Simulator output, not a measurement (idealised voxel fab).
Herein follows the process module entitled voxel transistor to metal.
Displayed cross-section: cut, width of 290 nm, square cells sized 5 nm.
If you're reading a cross-section in this doc, picture square cells in a grid; it comes to you as bands, top ones listed first down to the bottom, and a band can be one or more rows of cells.
Read a band's entry like this: the first values are the height of its top and the height of its bottom in nm, and what follows is the sequence of materials from left to right, each with its width in nm. Note that "air" is empty space, and that a single material marked "everywhere" reaches across the band from edge to edge.
Below 0: as-received wafer, all one material; heights counted from there. Lowest band: no bottom, goes on down, written "z 0 and below".
A two-number width, for instance "30..40", indicates that the width is equal to the first number in the top row of the band and to the second number in the bottom row, and that it changes by a constant amount per row of cells.
Step marked "no change"? Then no cell in the cross-section changed in it.
Empty spaces counting at least 8 cells and having no open way to the top are listed in "Fully sealed voids". The notation width x height at distance is used for each, the distance being from the left edge and all three values in nm.
If you see something after the settings on a step's line, that's the simulator's own remark about that step.
Steps that use a mask can have "overlay nm" on their line. It says how far the mask sat to the right of where it was meant to be. Negative means to the left.

The steps planned for the process are as follows:
- 1: RECEIVE, material Si
- 2: CONFORMAL_DEP, material SiO2, thk nm 5
- 3: CONFORMAL_DEP, material SiN, thk nm 15
- 4: DIRECTIONAL_DEP, material aC, thk nm 10
- 5: PATTERN, tone cover, mask id ACTIVE, material resist, width nm 105, pitch nm 135, thk nm 30, overlay nm 0
- 6: DIRECTIONAL_ETCH, etch materials aC, depth nm 10
- 7: STRIP, etch materials resist
- 8: DIRECTIONAL_ETCH, etch materials SiN, depth nm 15
- 9: DIRECTIONAL_ETCH, etch materials SiO2, depth nm 5
- 10: DIRECTIONAL_ETCH, etch materials Si, depth nm 35
- 11: STRIP, etch materials aC
- 12: OXIDIZE, depth nm 5
- 13: FILL_DEP, material SiO2, thk nm 15
- 14: CMP, height nm 20
- 15: SELECTIVE_ETCH, etch materials SiO2, depth nm 10
- 16: STRIP, etch materials SiN
- 17: SELECTIVE_ETCH, etch materials SiO2, depth nm 5
- 18: OXIDIZE, depth nm 5
- 19: DIRECTIONAL_DEP, material polySi, thk nm 25
- 20: DIRECTIONAL_DEP, material SiCN, thk nm 10
- 21: MASKED_ETCH, tone cover, mask id GATE, width nm 25, pitch nm 135, etch materials SiCN, depth nm 20, overlay nm 0
- 22: MASKED_ETCH, tone cover, mask id GATE, width nm 25, pitch nm 135, etch materials polySi, depth nm 35, overlay nm 0
- 23: CONFORMAL_DEP, material SiO2, thk nm 5
- 24: DIRECTIONAL_ETCH, etch materials SiO2, depth nm 5
- 25: CONFORMAL_DEP, material SiN, thk nm 10
- 26: DIRECTIONAL_ETCH, etch materials SiN, depth nm 10
- 27: DIRECTIONAL_ETCH, etch materials SiO2, depth nm 5
- 28: DIRECTIONAL_ETCH, etch materials Si, depth nm 10
- 29: EPI, material pSi, thk nm 15
- 30: FILL_DEP, material SiO2, thk nm 10
- 31: CMP, height nm 25
- 32: STRIP, etch materials polySi
- 33: SELECTIVE_ETCH, etch materials SiO2, depth nm 5
- 34: CONFORMAL_DEP, material HfO2, thk nm 5
- 35: CONFORMAL_DEP, material TiN, thk nm 5
- 36: FILL_DEP, material W, thk nm 10
- 37: CMP, height nm 20
- 38: DIRECTIONAL_DEP, material SiO2, thk nm 10
- 39: DIRECTIONAL_DEP, material aC, thk nm 15
- 40: PATTERN, tone open, mask id CONTACT, material resist, width nm 20, thk nm 35, overlay nm 0
- 41: DIRECTIONAL_ETCH, etch materials aC, depth nm 15
- 42: STRIP, etch materials resist
- 43: DIRECTIONAL_ETCH, etch materials SiO2, depth nm 20
- 44: STRIP, etch materials aC
- 45: CONFORMAL_DEP, material TiN, thk nm 5
- 46: FILL_DEP, material Ru, thk nm 5
- 47: CMP, height nm 30
- 48: DIRECTIONAL_DEP, material TiN, thk nm 5
- 49: DIRECTIONAL_DEP, material W, thk nm 20
- 50: DIRECTIONAL_DEP, material aC, thk nm 10
- 51: PATTERN, tone cover, mask id METAL_1, material resist, width nm 20, thk nm 25, overlay nm 0
- 52: DIRECTIONAL_ETCH, etch materials aC, depth nm 10
- 53: STRIP, etch materials resist
- 54: DIRECTIONAL_ETCH, etch materials W, depth nm 20
- 55: DIRECTIONAL_ETCH, etch materials TiN, depth nm 5
- 56: STRIP, etch materials aC
- 57: FILL_DEP, material lowk, thk nm 10
- 58: CMP, height nm 55
- 59: CONFORMAL_DEP, material SiCN, thk nm 5
- 60: DIRECTIONAL_DEP, material SiO2, thk nm 35
- 61: MASKED_ETCH, tone open, mask id METAL_2_HOLES, width nm 15, pitch nm 135, etch materials SiO2, depth nm 35, overlay nm 0
- 62: DIRECTIONAL_DEP, material aC, thk nm 10
- 63: PATTERN, tone open, mask id METAL_2, material resist, width nm 20, pitch nm 135, thk nm 25, overlay nm 0
- 64: DIRECTIONAL_ETCH, etch materials aC, depth nm 10
- 65: STRIP, etch materials resist
- 66: DIRECTIONAL_ETCH, etch materials SiO2, depth nm 20
- 67: DIRECTIONAL_ETCH, etch materials SiCN, depth nm 5
- 68: STRIP, etch materials aC
- 69: CONFORMAL_DEP, material TiN, thk nm 5
- 70: FILL_DEP, material Cu, thk nm 10
- 71: CMP, height nm 95
- 72: CONFORMAL_DEP, material SiN, thk nm 5

Cross-section of the wafer at receipt, which is the condition after step 1:
- z 0 and below  Si everywhere
- Fully sealed voids: none

End-of-module cross-section of the first of two wafers, processed as planned:
- z 100 to 95  SiN everywhere
- z 95 to 80  30 SiO2, 5 TiN, 10 Cu, 5 TiN, 115 SiO2, 5 TiN, 10 Cu, 5 TiN, 105 SiO2
- z 80 to 75  30 SiO2, 5 TiN, 5 Cu, 10 TiN, 115 SiO2, 5 TiN, 5 Cu, 10 TiN, 105 SiO2
- z 75 to 60  30 SiO2, 5 TiN, 5 Cu, 5 TiN, 120 SiO2, 5 TiN, 5 Cu, 5 TiN, 110 SiO2
- z 60 to 55  30 SiCN, 15 TiN, 120 SiCN, 15 TiN, 110 SiCN
- z 55 to 35  30 lowk, 20 W, 55 lowk, 20 W, 40 lowk, 20 W, 55 lowk, 20 W, 30 lowk
- z 35 to 30  30 lowk, 20 TiN, 55 lowk, 20 TiN, 40 lowk, 20 TiN, 55 lowk, 20 TiN, 30 lowk
- z 30 to 20  30 SiO2, 5 TiN, 10 Ru, 5 TiN, 55 SiO2, 5 TiN, 10 Ru, 5 TiN, 40 SiO2, 5 TiN, 10 Ru, 5 TiN, 55 SiO2, 5 TiN, 10 Ru, 5 TiN, 30 SiO2
- z 20 to 15  30 SiO2, 5 TiN, 10 Ru, 5 TiN, 10 SiN, 5 HfO2, 5 TiN, 15 W, 5 TiN, 5 HfO2, 10 SiN, 5 TiN, 10 Ru, 5 TiN, 40 SiO2, 5 TiN, 10 Ru, 5 TiN, 10 SiN, 5 HfO2, 5 TiN, 15 W, 5 TiN, 5 HfO2, 10 SiN, 5 TiN, 10 Ru, 5 TiN, 30 SiO2
- z 15 to 10  30 SiO2, 20 TiN, 10 SiN, 5 HfO2, 5 TiN, 15 W, 5 TiN, 5 HfO2, 10 SiN, 20 TiN, 40 SiO2, 20 TiN, 10 SiN, 5 HfO2, 5 TiN, 15 W, 5 TiN, 5 HfO2, 10 SiN, 20 TiN, 30 SiO2
- z 10 to 5  30 SiO2, 20 pSi, 10 SiN, 5 HfO2, 5 TiN, 15 W, 5 TiN, 5 HfO2, 10 SiN, 20 pSi, 40 SiO2, 20 pSi, 10 SiN, 5 HfO2, 5 TiN, 15 W, 5 TiN, 5 HfO2, 10 SiN, 20 pSi, 30 SiO2
- z 5 to 0  25 SiO2, 10 SiN, 15 pSi, 10 SiN, 5 HfO2, 25 TiN, 5 HfO2, 10 SiN, 15 pSi, 10 SiN, 30 SiO2, 10 SiN, 15 pSi, 10 SiN, 5 HfO2, 25 TiN, 5 HfO2, 10 SiN, 15 pSi, 10 SiN, 25 SiO2
- z 0 to -5  35 SiO2, 15 pSi, 10 SiO2, 35 HfO2, 10 SiO2, 15 pSi, 50 SiO2, 15 pSi, 10 SiO2, 35 HfO2, 10 SiO2, 15 pSi, 35 SiO2
- z -5 to -15  30 SiO2, 5 Si, 15 pSi, 55 Si, 15 pSi, 5 Si, 40 SiO2, 5 Si, 15 pSi, 55 Si, 15 pSi, 5 Si, 30 SiO2
- z -15 to -40  30 SiO2, 95 Si, 40 SiO2, 95 Si, 30 SiO2
- z -40 and below  Si everywhere
- Fully sealed voids: none

End of module, second wafer, cross-section. Started like the first, planned like the first, run with one mistake:
- z 100 to 95  SiN everywhere
- z 95 to 80  30 SiO2, 5 TiN, 10 Cu, 5 TiN, 115 SiO2, 5 TiN, 10 Cu, 5 TiN, 105 SiO2
- z 80 to 75  30 SiO2, 5 TiN, 5 Cu, 10 TiN, 115 SiO2, 5 TiN, 5 Cu, 10 TiN, 105 SiO2
- z 75 to 60  30 SiO2, 5 TiN, 5 Cu, 5 TiN, 120 SiO2, 5 TiN, 5 Cu, 5 TiN, 110 SiO2
- z 60 to 55  30 SiCN, 15 TiN, 120 SiCN, 15 TiN, 110 SiCN
- z 55 to 35  30 lowk, 20 W, 55 lowk, 20 W, 40 lowk, 20 W, 55 lowk, 20 W, 30 lowk
- z 35 to 30  30 lowk, 20 TiN, 55 lowk, 20 TiN, 40 lowk, 20 TiN, 55 lowk, 20 TiN, 30 lowk
- z 30 to 20  30 SiO2, 5 TiN, 10 Ru, 5 TiN, 55 SiO2, 5 TiN, 10 Ru, 5 TiN, 40 SiO2, 5 TiN, 10 Ru, 5 TiN, 55 SiO2, 5 TiN, 10 Ru, 5 TiN, 30 SiO2
- z 20 to 15  30 SiO2, 5 TiN, 10 Ru, 5 TiN, 10 SiN, 5 HfO2, 5 TiN, 15 W, 5 TiN, 5 HfO2, 10 SiN, 5 TiN, 10 Ru, 5 TiN, 40 SiO2, 5 TiN, 10 Ru, 5 TiN, 10 SiN, 5 HfO2, 5 TiN, 15 W, 5 TiN, 5 HfO2, 10 SiN, 5 TiN, 10 Ru, 5 TiN, 30 SiO2
- z 15 to 10  30 SiO2, 20 TiN, 10 SiN, 5 HfO2, 5 TiN, 15 W, 5 TiN, 5 HfO2, 10 SiN, 20 TiN, 40 SiO2, 20 TiN, 10 SiN, 5 HfO2, 5 TiN, 15 W, 5 TiN, 5 HfO2, 10 SiN, 20 TiN, 30 SiO2
- z 10 to 5  25 SiO2, 25 pSi, 10 SiN, 5 HfO2, 5 TiN, 15 W, 5 TiN, 5 HfO2, 10 SiN, 25 pSi, 30 SiO2, 25 pSi, 10 SiN, 5 HfO2, 5 TiN, 15 W, 5 TiN, 5 HfO2, 10 SiN, 25 pSi, 25 SiO2
- z 5 to 0  20 SiO2, 10 SiN, 20 pSi, 10 SiN, 5 HfO2, 25 TiN, 5 HfO2, 10 SiN, 20 pSi, 10 SiN, 20 SiO2, 10 SiN, 20 pSi, 10 SiN, 5 HfO2, 25 TiN, 5 HfO2, 10 SiN, 20 pSi, 10 SiN, 20 SiO2
- z 0 to -5  30 SiO2, 20 pSi, 10 SiO2, 35 HfO2, 10 SiO2, 20 pSi, 40 SiO2, 20 pSi, 10 SiO2, 35 HfO2, 10 SiO2, 20 pSi, 30 SiO2
- z -5 to -15  25 SiO2, 5 Si, 20 pSi, 55 Si, 20 pSi, 5 Si, 30 SiO2, 5 Si, 20 pSi, 55 Si, 20 pSi, 5 Si, 25 SiO2
- z -15 to -40  25 SiO2, 105 Si, 30 SiO2, 105 Si, 25 SiO2
- z -40 and below  Si everywhere
- Fully sealed voids: none
What broke from the plan during processing? heads up, step 5 didn't go per plan, it actually ran as PATTERN, tone cover, mask id ACTIVE, material resist, width nm 115, pitch nm 135, thk nm 30, overlay nm 0
Bottom line after processing is that, in cells, the second wafer is up or down on some materials versus the first: +20 Si; -40 SiO2; +20 pSi
